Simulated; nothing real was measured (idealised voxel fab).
Module name: voxel released beams (process module)
The cross-section on display is named cut; it measures 185 nm wide, and its cells are 5 nm squares.
The cross-sections in this document take the form of a grid made of square cells. They are written out as bands, in order from top to bottom. Each band consists of one or more rows of cells.
Basically the band line says how high the top is and how high the bottom is, in nm, and then what's in it from left to right, every material with its width in nm. Empty space shows up as "air", and if a single material carries "edge to edge" it runs the full band edge to edge.
Note: height 0 marks the level under which the wafer is uniformly one material as received. Lowest band unbounded below, written "z 0 and below".
Read "30..40" as a graded width: first number on top, second number at the bottom, same change between each pair of neighbouring rows.
"nothing different" after a step means that no cell of the cross-section changed.
This entry, "Closed void list", enumerates those empty regions of no fewer than 8 cells that possess no open connection to the top. Each region is reported in the form width x height at distance, the distance being taken from the left edge, with all three quantities expressed in nm.
Step line, after settings: the simulator's comment on this step.
overlay nm: right-of-plan distance of the mask on a masked step; negative values mean left-of-plan.

### List of planned process steps
- 1: RECEIVE (material Si)
- 2: CONFORMAL_DEP (material SiN; thk nm 5)
- 3: DIRECTIONAL_DEP (material SiO2; thk nm 10)
- 4: DIRECTIONAL_DEP (material aC; thk nm 10)
- 5: PATTERN (tone open; mask id ANCHOR; material resist; width nm 30; thk nm 30; overlay nm 0)
- 6: DIRECTIONAL_ETCH (etch materials aC; depth nm 10)
- 7: STRIP (etch materials resist)
- 8: DIRECTIONAL_ETCH (etch materials SiO2; depth nm 10)
- 9: STRIP (etch materials aC)
- 10: CONFORMAL_DEP (material polySi; thk nm 10)
- 11: DIRECTIONAL_DEP (material aC; thk nm 15)
- 12: PATTERN (tone cover; mask id BEAM; material resist; width nm 80; thk nm 35; overlay nm 0)
- 13: DIRECTIONAL_ETCH (etch materials aC; depth nm 15)
- 14: STRIP (etch materials resist)
- 15: DIRECTIONAL_ETCH (etch materials polySi; depth nm 10)
- 16: STRIP (etch materials aC)
- 17: STRIP (etch materials SiO2)

### The first wafer of two, processed as planned

### Cross-section: wafer on arrival = after step 1
z 0 and below = Si edge to edge
Closed void list: none

### Wafer after step 2 (cross-section)
z 5 to 0 = SiN edge to edge
Below 0 it's all the same as before, nothing changed down there.

### Wafer after step 3 (cross-section)
z 15 to 5 = SiO2 edge to edge
Below 5 it's all the same as before, nothing changed down there.

### Wafer after step 4 (cross-section)
z 25 to 15 = aC edge to edge
Below 15 it's all the same as before, nothing changed down there.

### Wafer after step 5 (cross-section)
z 55 to 25 = resist (55), then air (30), then resist (100)
Below 25 it's all the same as before, nothing changed down there.

### Wafer after step 6 (cross-section)
z 45 to 25 = resist (55), then air (30), then resist (100)
z 25 to 15 = aC (55), then air (30), then aC (100)
Below 15 it's all the same as before, nothing changed down there.

### Wafer after step 7 (cross-section)
z 25 to 15 = aC (55), then air (30), then aC (100)
Below 15 it's all the same as before, nothing changed down there.

### Wafer after step 8 (cross-section)
z 25 to 15 = aC (55), then air (30), then aC (100)
z 15 to 5 = SiO2 (55), then air (30), then SiO2 (100)
Below 5 it's all the same as before, nothing changed down there.

### Wafer after step 9 (cross-section)
z 15 to 5 = SiO2 (55), then air (30), then SiO2 (100)
Below 5 it's all the same as before, nothing changed down there.

### Wafer after step 10 (cross-section)
z 25 to 15 = polySi (65), then air (10), then polySi (110)
z 15 to 5 = SiO2 (55), then polySi (30), then SiO2 (100)
Below 5 it's all the same as before, nothing changed down there.

### Wafer after step 11 (cross-section)
z 40 to 30 = aC (65), then air (10), then aC (110)
z 30 to 25 = aC edge to edge
z 25 to 15 = polySi (65), then aC (10), then polySi (110)
Below 15 it's all the same as before, nothing changed down there.

### Wafer after step 12 (cross-section)
z 75 to 40 = air (50), then resist (80), then air (55)
z 40 to 30 = aC (65), then resist (10), then aC (110)
Below 30 it's all the same as before, nothing changed down there.

### Wafer after step 13 (cross-section)
z 60 to 40 = air (50), then resist (80), then air (55)
z 40 to 30 = air (50), then aC (15), then resist (10), then aC (55), then air (55)
z 30 to 25 = air (50), then aC (80), then air (55)
Below 25 it's all the same as before, nothing changed down there.

### Wafer after step 14 (cross-section)
z 40 to 30 = air (50), then aC (15), then air (10), then aC (55), then air (55)
Below 30 it's all the same as before, nothing changed down there.

### Wafer after step 15 (cross-section)
z 40 to 30 = air (50), then aC (15), then air (10), then aC (55), then air (55)
z 30 to 25 = air (50), then aC (80), then air (55)
z 25 to 15 = air (50), then polySi (15), then aC (10), then polySi (55), then air (55)
Below 15 it's all the same as before, nothing changed down there.

### Wafer after step 16 (cross-section)
z 25 to 15 = air (50), then polySi (15), then air (10), then polySi (55), then air (55)
Below 15 it's all the same as before, nothing changed down there.

### Wafer after step 17 (cross-section)
z 25 to 15 = air (50), then polySi (15), then air (10), then polySi (55), then air (55)
z 15 to 5 = air (55), then polySi (30), then air (100)
Below 5 it's all the same as before, nothing changed down there.

### Wafer two of two - same starting point, same process plan, one mistake in execution; matches wafer one up to and including step 3

### Cross-section of the second wafer at the time step 4 of the plan should have ended
z 25 to 15 = SiN edge to edge
Below 15 it's all the same as before, nothing changed down there.

### Cross-section of the second wafer at the time step 5 of the plan should have ended
z 55 to 25 = resist (55), then air (30), then resist (100)
Below 25 it's all the same as before, nothing changed down there.

### Cross-section of the second wafer at the time step 6 of the plan should have ended
z 45 to 25 = resist (55), then air (30), then resist (100)
Below 25 it's all the same as before, nothing changed down there.

### Cross-section of the second wafer at the time step 7 of the plan should have ended
z 25 to 15 = SiN edge to edge
Below 15 it's all the same as before, nothing changed down there.

Cross-section of the second wafer at the time step 8 of the plan should have ended: nothing different

Cross-section of the second wafer at the time step 9 of the plan should have ended: nothing different

### Cross-section of the second wafer at the time step 10 of the plan should have ended
z 35 to 25 = polySi edge to edge
Below 25 it's all the same as before, nothing changed down there.

### Cross-section of the second wafer at the time step 11 of the plan should have ended
z 50 to 35 = aC edge to edge
Below 35 it's all the same as before, nothing changed down there.

### Cross-section of the second wafer at the time step 12 of the plan should have ended
z 85 to 50 = air (50), then resist (80), then air (55)
Below 50 it's all the same as before, nothing changed down there.

### Cross-section of the second wafer at the time step 13 of the plan should have ended
z 70 to 50 = air (50), then resist (80), then air (55)
z 50 to 35 = air (50), then aC (80), then air (55)
Below 35 it's all the same as before, nothing changed down there.

### Cross-section of the second wafer at the time step 14 of the plan should have ended
z 50 to 35 = air (50), then aC (80), then air (55)
Below 35 it's all the same as before, nothing changed down there.

### Cross-section of the second wafer at the time step 15 of the plan should have ended
z 50 to 35 = air (50), then aC (80), then air (55)
z 35 to 25 = air (50), then polySi (80), then air (55)
Below 25 it's all the same as before, nothing changed down there.

### Cross-section of the second wafer at the time step 16 of the plan should have ended
z 35 to 25 = air (50), then polySi (80), then air (55)
Below 25 it's all the same as before, nothing changed down there.

Cross-section of the second wafer at the time step 17 of the plan should have ended: nothing different
Deviation noted in wafer processing: the process deviated at step 4: the operation and settings actually run there were DIRECTIONAL_DEP (material SiN; thk nm 10)
Once processing is complete, comparing cell counts shows that the second wafer has more or fewer of certain materials than the first: +74 SiN; +74 SiO2; -8 polySi
